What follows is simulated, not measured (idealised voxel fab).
process module | voxel double patterning
cross-section cut | 175 nm wide | cells 5 nm
A cross-section is a grid of square cells, given in bands from the top down. A band is one or more rows of cells.
Each band's line starts with the height of the band's top and of its bottom, in nm. Then come its materials from left to right, each with its width in nm. One material with "throughout" fills the band from edge to edge. "air" is empty space.
Height 0 is the level under which the wafer as received is all one material. The lowest band goes on downwards, as in "0 down".
A width such as "30 to 40" changes by the same amount from each row of cells to the next, from the band's top row to its bottom row.
"no change" after a step means that no cell of the cross-section changed.
closed voids: empty space of 8 cells or more with no open way to the top, each as width x height at its distance from the left edge, in nm
after a step's settings: what the simulator itself notes on the step
overlay nm, on a step with a mask: how far to the right of its planned place the mask lay; to the left if negative
plan
1 op RECEIVE | material Si
2 op CONFORMAL_DEP | material SiO2 | thk nm 10
3 op DIRECTIONAL_DEP | material TiN | thk nm 20
4 op DIRECTIONAL_DEP | material SiCN | thk nm 5
5 op PATTERN | tone open | mask id FIRST | material resist | width nm 15 | pitch nm 50 | thk nm 15 | overlay nm 0
6 op DIRECTIONAL_ETCH | etch materials SiCN | depth nm 5
7 op STRIP | etch materials resist
8 op PATTERN | tone open | mask id SECOND | material resist | width nm 15 | thk nm 15 | overlay nm 0
9 op DIRECTIONAL_ETCH | etch materials SiCN | depth nm 5
10 op STRIP | etch materials resist
11 op DIRECTIONAL_ETCH | etch materials TiN | depth nm 20
12 op STRIP | etch materials SiCN
first wafer, as planned
as received, after step 1
  0 down: Si throughout
  closed voids: none
after step 2
  10 to 0: SiO2 throughout
  below 0: unchanged
after step 3
  30 to 10: TiN throughout
  below 10: unchanged
after step 4
  35 to 30: SiCN throughout
  below 30: unchanged
after step 5
  50 to 35: resist 55 | air 15 | resist 35 | air 15 | resist 55
  below 35: unchanged
after step 6
  50 to 35: resist 55 | air 15 | resist 35 | air 15 | resist 55
  35 to 30: SiCN 55 | air 15 | SiCN 35 | air 15 | SiCN 55
  below 30: unchanged
after step 7
  35 to 30: SiCN 55 | air 15 | SiCN 35 | air 15 | SiCN 55
  below 30: unchanged
after step 8
  50 to 35: resist 80 | air 15 | resist 80
  35 to 30: SiCN 55 | resist 15 | SiCN 35 | resist 15 | SiCN 55
  below 30: unchanged
after step 9
  50 to 35: resist 80 | air 15 | resist 80
  35 to 30: SiCN 55 | resist 15 | SiCN 10 | air 15 | SiCN 10 | resist 15 | SiCN 55
  below 30: unchanged
after step 10
  35 to 30: SiCN 55 | air 15 | SiCN 10 | air 15 | SiCN 10 | air 15 | SiCN 55
  below 30: unchanged
after step 11
  35 to 30: SiCN 55 | air 15 | SiCN 10 | air 15 | SiCN 10 | air 15 | SiCN 55
  30 to 10: TiN 55 | air 15 | TiN 10 | air 15 | TiN 10 | air 15 | TiN 55
  below 10: unchanged
after step 12
  30 to 10: TiN 55 | air 15 | TiN 10 | air 15 | TiN 10 | air 15 | TiN 55
  below 10: unchanged
second wafer: like start, like plan, one mistake. Through step 1 it matches the first wafer
when step 2 should have ended
  5 to 0: SiO2 throughout
  below 0: unchanged
when step 3 should have ended
  25 to 5: TiN throughout
  below 5: unchanged
when step 4 should have ended
  30 to 25: SiCN throughout
  below 25: unchanged
when step 5 should have ended
  45 to 30: resist 55 | air 15 | resist 35 | air 15 | resist 55
  below 30: unchanged
when step 6 should have ended
  45 to 30: resist 55 | air 15 | resist 35 | air 15 | resist 55
  30 to 25: SiCN 55 | air 15 | SiCN 35 | air 15 | SiCN 55
  below 25: unchanged
when step 7 should have ended
  30 to 25: SiCN 55 | air 15 | SiCN 35 | air 15 | SiCN 55
  below 25: unchanged
when step 8 should have ended
  45 to 30: resist 80 | air 15 | resist 80
  30 to 25: SiCN 55 | resist 15 | SiCN 35 | resist 15 | SiCN 55
  below 25: unchanged
when step 9 should have ended
  45 to 30: resist 80 | air 15 | resist 80
  30 to 25: SiCN 55 | resist 15 | SiCN 10 | air 15 | SiCN 10 | resist 15 | SiCN 55
  below 25: unchanged
when step 10 should have ended
  30 to 25: SiCN 55 | air 15 | SiCN 10 | air 15 | SiCN 10 | air 15 | SiCN 55
  below 25: unchanged
when step 11 should have ended
  30 to 25: SiCN 55 | air 15 | SiCN 10 | air 15 | SiCN 10 | air 15 | SiCN 55
  25 to 5: TiN 55 | air 15 | TiN 10 | air 15 | TiN 10 | air 15 | TiN 55
  below 5: unchanged
when step 12 should have ended
  25 to 5: TiN 55 | air 15 | TiN 10 | air 15 | TiN 10 | air 15 | TiN 55
  below 5: unchanged
what went wrong: step 2 ran as: op CONFORMAL_DEP | material SiO2 | thk nm 5
at the end the second wafer has, in cells: 35 fewer of SiO2
